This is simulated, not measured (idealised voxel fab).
Process module name: voxel self aligned contacts
Square cell edge 5 nm, section width 280 nm, ID cut.
How to read a cross-section here: the picture is a grid of square cells, written as bands going from the top down, and any band can span one or more rows of cells.
Heights first: top, then bottom, in nm. Then materials, left to right, each with a width in nm. "edge to edge" on a single material: fills the band edge to edge. "blank": empty space.
Heights are measured from 0, the level below which the as-received wafer is all one material; the lowest band has no bottom and continues downward, written as in "0 -> down".
Width: "30->40" (first number = top row, second number = bottom row, same change from row to row of cells).
Where a step carries "remains unaltered", the cross-section came out of it unchanged, cell for cell.
"Closed void catalog" contains a list of empty spaces, each no smaller than 8 cells and without an open way to the top, written in the form width x height at distance with the distance from the left edge and all three in nm.
after a step's settings: what the simulator itself notes on the step
Regarding "overlay nm": on a step with a mask, it is the distance the mask lay to the right of its planned place; a negative value places it to the left.
# plan
1 RECEIVE (material Si)
2 OXIDIZE (depth nm 5)
3 DIRECTIONAL_DEP (material polySi; thk nm 25)
4 DIRECTIONAL_DEP (material SiN; thk nm 20)
5 MASKED_ETCH (tone cover; mask id GATE; width nm 30; pitch nm 65; etch materials SiN; depth nm 20; overlay nm 0)
6 MASKED_ETCH (tone cover; mask id GATE; width nm 30; pitch nm 65; etch materials polySi; depth nm 25; overlay nm 0)
7 CONFORMAL_DEP (material SiN; thk nm 10)
8 DIRECTIONAL_ETCH (etch materials SiN; depth nm 10)
9 FILL_DEP (material SiO2; thk nm 10)
10 CMP (height nm 50)
11 PATTERN (tone open; mask id CONTACT; material resist; width nm 45; pitch nm 65; thk nm 15; overlay nm 0)
12 DIRECTIONAL_ETCH (etch materials SiO2; depth nm 55)
13 STRIP (etch materials resist)
14 CONFORMAL_DEP (material TiN; thk nm 5)
15 FILL_DEP (material W; thk nm 5)
16 CMP (height nm 50)
17 CONFORMAL_DEP (material SiCN; thk nm 5)
# Incoming wafer in cross-section (state: after step 1)
* 0 -> down  Si edge to edge
* Closed void catalog: none
# First of two wafers: cross-section at end of module, run per plan
* 55 -> 50  SiCN edge to edge
* 50 -> 45  85 of SiO2 | 20 of TiN | 5 of W | 20 of TiN | 20 of SiO2 | 20 of TiN | 5 of W | 20 of TiN | 85 of SiO2
* 45 -> 25  50 of SiO2 | 50 of SiN | 5 of TiN | 5 of W | 5 of TiN | 50 of SiN | 5 of TiN | 5 of W | 5 of TiN | 50 of SiN | 50 of SiO2
* 25 -> 0  50 of SiO2 | 10 of SiN | 30 of polySi | 10 of SiN | 5 of TiN | 5 of W | 5 of TiN | 10 of SiN | 30 of polySi | 10 of SiN | 5 of TiN | 5 of W | 5 of TiN | 10 of SiN | 30 of polySi | 10 of SiN | 50 of SiO2
* 0 -> -5  100 of SiO2 | 15 of TiN | 50 of SiO2 | 15 of TiN | 100 of SiO2
* -5 -> down  Si edge to edge
* Closed void catalog: none
# Now the second wafer, cross-sectioned at the end of the module. Nothing different at the start, nothing different in the plan compared with the first, just one mistake when it was actually run
* 55 -> 50  SiCN edge to edge
* 50 -> 35  50 of SiO2 | 50 of SiN | 5 of TiN | 5 of W | 5 of TiN | 50 of SiN | 5 of TiN | 5 of W | 5 of TiN | 50 of SiN | 50 of SiO2
* 35 -> 30  50 of SiO2 | 50 of SiN | 15 of TiN | 50 of SiN | 15 of TiN | 50 of SiN | 50 of SiO2
* 30 -> 25  SiN edge to edge
* 25 -> 0  polySi edge to edge
* 0 -> -5  SiO2 edge to edge
* -5 -> down  Si edge to edge
* Closed void catalog: none
Finding, execution versus plan: not per plan at step 4, really ran DIRECTIONAL_DEP (material SiN; thk nm 25)
Final difference in cells, second wafer against first, listed per material as more or fewer: 4 fewer of SiN | 132 fewer of SiO2 | 40 fewer of TiN | 14 fewer of W | 190 more of polySi
